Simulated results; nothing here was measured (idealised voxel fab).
voxel gate over fins: a process module
The cross-section shown here is cut; it is 215 nm wide and divided into square cells measuring 5 nm on a side.
Bands, listed from the top down, are how a cross-section gets written in this document; the cross-section itself is a grid of square cells, and a band is one or more rows of them. The band entry comprises the height of the band's top followed by the height of its bottom, expressed in nm, and subsequently the band's materials from left to right, each stated together with its width in nm. Where a single material is marked with the word "throughout", that material fills the band from edge to edge. The word "blank" represents empty space. The reference from which all heights are counted is 0, the level beneath which the as-received wafer is entirely one material; the lowest band, having no lower bound, proceeds downward and is written after the example "from 0 down". You'd read "30..40" like this: the band's top row of cells is as wide as the first number, its bottom row is as wide as the second, and going down, every row changes width by the same amount as the row before did. No cell of the cross-section changed in a step that is given as "no alterations made". You'll see "Internal closed voids" listing empty spaces that have no way open to the top, as long as they're 8 cells or more; the notation is width x height at distance, where the distance is from the left edge, and all of it is in nm. It should be noted that, on the line of a given step, the content following the step's settings is a remark produced by the simulator itself with respect to that step. When a step includes a mask, the "overlay nm" setting on its line states how far to the right of its planned place that mask lay, and negative values state how far to the left.

## These are the steps we planned for the process
1. RECEIVE with material Si
2. CONFORMAL_DEP with material SiN, thk nm 10
3. DIRECTIONAL_DEP with material aC, thk nm 10
4. PATTERN with tone cover, mask id FINS, material resist, width nm 15, pitch nm 45, thk nm 25, overlay nm 0
5. DIRECTIONAL_ETCH with etch materials aC, depth nm 10
6. STRIP with etch materials resist
7. DIRECTIONAL_ETCH with etch materials SiN, depth nm 10
8. DIRECTIONAL_ETCH with etch materials Si, depth nm 35
9. STRIP with etch materials aC
10. FILL_DEP with material SiO2, thk nm 15
11. CMP with height nm 10
12. SELECTIVE_ETCH with etch materials SiO2, depth nm 25
13. STRIP with etch materials SiN
14. CONFORMAL_DEP with material HfO2, thk nm 5
15. CONFORMAL_DEP with material TiN, thk nm 5
16. FILL_DEP with material W, thk nm 10
17. CMP with height nm 15
18. CONFORMAL_DEP with material SiCN, thk nm 10

## On the first of the two wafers: run conducted according to plan

## Cross-section of the wafer at receipt, which is the condition after step 1
	from 0 down = Si throughout
	Internal closed voids: none

## Step 2 complete: cross-section through the wafer
	from 10 to 0 = SiN throughout
	Below 0, no change.

## Step 3 complete: cross-section through the wafer
	from 20 to 10 = aC throughout
	Below 10, no change.

## Step 4 complete: cross-section through the wafer
	from 45 to 20 = 55 blank; 15 resist; 30 blank; 15 resist; 30 blank; 15 resist; 55 blank
	Below 20, no change.

## Step 5 complete: cross-section through the wafer
	from 35 to 20 = 55 blank; 15 resist; 30 blank; 15 resist; 30 blank; 15 resist; 55 blank
	from 20 to 10 = 55 blank; 15 aC; 30 blank; 15 aC; 30 blank; 15 aC; 55 blank
	Below 10, no change.

## Step 6 complete: cross-section through the wafer
	from 20 to 10 = 55 blank; 15 aC; 30 blank; 15 aC; 30 blank; 15 aC; 55 blank
	Below 10, no change.

## Step 7 complete: cross-section through the wafer
	from 20 to 10 = 55 blank; 15 aC; 30 blank; 15 aC; 30 blank; 15 aC; 55 blank
	from 10 to 0 = 55 blank; 15 SiN; 30 blank; 15 SiN; 30 blank; 15 SiN; 55 blank
	Below 0, no change.

## Step 8 complete: cross-section through the wafer
	from 20 to 10 = 55 blank; 15 aC; 30 blank; 15 aC; 30 blank; 15 aC; 55 blank
	from 10 to 0 = 55 blank; 15 SiN; 30 blank; 15 SiN; 30 blank; 15 SiN; 55 blank
	from 0 to -35 = 55 blank; 15 Si; 30 blank; 15 Si; 30 blank; 15 Si; 55 blank
	Below -35, no change.

## Step 9 complete: cross-section through the wafer
	from 10 to 0 = 55 blank; 15 SiN; 30 blank; 15 SiN; 30 blank; 15 SiN; 55 blank
	Below 0, no change.

## Step 10 complete: cross-section through the wafer
	from 25 to 10 = SiO2 throughout
	from 10 to 0 = 55 SiO2; 15 SiN; 30 SiO2; 15 SiN; 30 SiO2; 15 SiN; 55 SiO2
	from 0 to -35 = 55 SiO2; 15 Si; 30 SiO2; 15 Si; 30 SiO2; 15 Si; 55 SiO2
	Below -35, no change.

## Step 11 complete: cross-section through the wafer
	from 10 to 0 = 55 SiO2; 15 SiN; 30 SiO2; 15 SiN; 30 SiO2; 15 SiN; 55 SiO2
	Below 0, no change.

## Step 12 complete: cross-section through the wafer
	from 10 to 0 = 55 blank; 15 SiN; 30 blank; 15 SiN; 30 blank; 15 SiN; 55 blank
	from 0 to -15 = 55 blank; 15 Si; 30 blank; 15 Si; 30 blank; 15 Si; 55 blank
	Below -15, no change.

## Step 13 complete: cross-section through the wafer
	from 0 to -15 = 55 blank; 15 Si; 30 blank; 15 Si; 30 blank; 15 Si; 55 blank
	Below -15, no change.

## Step 14 complete: cross-section through the wafer
	from 5 to 0 = 50 blank; 25 HfO2; 20 blank; 25 HfO2; 20 blank; 25 HfO2; 50 blank
	from 0 to -10 = 50 blank; 5 HfO2; 15 Si; 5 HfO2; 20 blank; 5 HfO2; 15 Si; 5 HfO2; 20 blank; 5 HfO2; 15 Si; 5 HfO2; 50 blank
	from -10 to -15 = 55 HfO2; 15 Si; 30 HfO2; 15 Si; 30 HfO2; 15 Si; 55 HfO2
	Below -15, no change.

## Step 15 complete: cross-section through the wafer
	from 10 to 5 = 45 blank; 35 TiN; 10 blank; 35 TiN; 10 blank; 35 TiN; 45 blank
	from 5 to 0 = 45 blank; 5 TiN; 25 HfO2; 5 TiN; 10 blank; 5 TiN; 25 HfO2; 5 TiN; 10 blank; 5 TiN; 25 HfO2; 5 TiN; 45 blank
	from 0 to -5 = 45 blank; 5 TiN; 5 HfO2; 15 Si; 5 HfO2; 5 TiN; 10 blank; 5 TiN; 5 HfO2; 15 Si; 5 HfO2; 5 TiN; 10 blank; 5 TiN; 5 HfO2; 15 Si; 5 HfO2; 5 TiN; 45 blank
	from -5 to -10 = 50 TiN; 5 HfO2; 15 Si; 5 HfO2; 20 TiN; 5 HfO2; 15 Si; 5 HfO2; 20 TiN; 5 HfO2; 15 Si; 5 HfO2; 50 TiN
	Below -10, no change.

## Step 16 complete: cross-section through the wafer
	from 20 to 10 = W throughout
	from 10 to 5 = 45 W; 35 TiN; 10 W; 35 TiN; 10 W; 35 TiN; 45 W
	from 5 to 0 = 45 W; 5 TiN; 25 HfO2; 5 TiN; 10 W; 5 TiN; 25 HfO2; 5 TiN; 10 W; 5 TiN; 25 HfO2; 5 TiN; 45 W
	from 0 to -5 = 45 W; 5 TiN; 5 HfO2; 15 Si; 5 HfO2; 5 TiN; 10 W; 5 TiN; 5 HfO2; 15 Si; 5 HfO2; 5 TiN; 10 W; 5 TiN; 5 HfO2; 15 Si; 5 HfO2; 5 TiN; 45 W
	Below -5, no change.

## Step 17 complete: cross-section through the wafer
	from 15 to 10 = W throughout
	Below 10, no change.

## Step 18 complete: cross-section through the wafer
	from 25 to 15 = SiCN throughout
	Below 15, no change.

## Second wafer. Start and plan as for the first. One mistake made in running. Agrees with the first up to and including step 13

## Second wafer shown in cross-section at the time step 14 was slated to end
	from 5 to 0 = 50 blank; 25 TiN; 20 blank; 25 TiN; 20 blank; 25 TiN; 50 blank
	from 0 to -10 = 50 blank; 5 TiN; 15 Si; 5 TiN; 20 blank; 5 TiN; 15 Si; 5 TiN; 20 blank; 5 TiN; 15 Si; 5 TiN; 50 blank
	from -10 to -15 = 55 TiN; 15 Si; 30 TiN; 15 Si; 30 TiN; 15 Si; 55 TiN
	Below -15, no change.

## Second wafer shown in cross-section at the time step 15 was slated to end
	from 10 to 5 = 45 blank; 35 HfO2; 10 blank; 35 HfO2; 10 blank; 35 HfO2; 45 blank
	from 5 to 0 = 45 blank; 5 HfO2; 25 TiN; 5 HfO2; 10 blank; 5 HfO2; 25 TiN; 5 HfO2; 10 blank; 5 HfO2; 25 TiN; 5 HfO2; 45 blank
	from 0 to -5 = 45 blank; 5 HfO2; 5 TiN; 15 Si; 5 TiN; 5 HfO2; 10 blank; 5 HfO2; 5 TiN; 15 Si; 5 TiN; 5 HfO2; 10 blank; 5 HfO2; 5 TiN; 15 Si; 5 TiN; 5 HfO2; 45 blank
	from -5 to -10 = 50 HfO2; 5 TiN; 15 Si; 5 TiN; 20 HfO2; 5 TiN; 15 Si; 5 TiN; 20 HfO2; 5 TiN; 15 Si; 5 TiN; 50 HfO2
	Below -10, no change.

## Second wafer shown in cross-section at the time step 16 was slated to end
	from 20 to 10 = W throughout
	from 10 to 5 = 45 W; 35 HfO2; 10 W; 35 HfO2; 10 W; 35 HfO2; 45 W
	from 5 to 0 = 45 W; 5 HfO2; 25 TiN; 5 HfO2; 10 W; 5 HfO2; 25 TiN; 5 HfO2; 10 W; 5 HfO2; 25 TiN; 5 HfO2; 45 W
	from 0 to -5 = 45 W; 5 HfO2; 5 TiN; 15 Si; 5 TiN; 5 HfO2; 10 W; 5 HfO2; 5 TiN; 15 Si; 5 TiN; 5 HfO2; 10 W; 5 HfO2; 5 TiN; 15 Si; 5 TiN; 5 HfO2; 45 W
	Below -5, no change.

## Second wafer shown in cross-section at the time step 17 was slated to end
	from 15 to 10 = W throughout
	Below 10, no change.

## Second wafer shown in cross-section at the time step 18 was slated to end
	from 25 to 15 = SiCN throughout
	Below 15, no change.
Deviation from plan: a sequencing error occurred in which plan steps 14 and 15 were transposed
Heads up: at the end the two wafers have identical cell counts per material, they're just laid out differently.
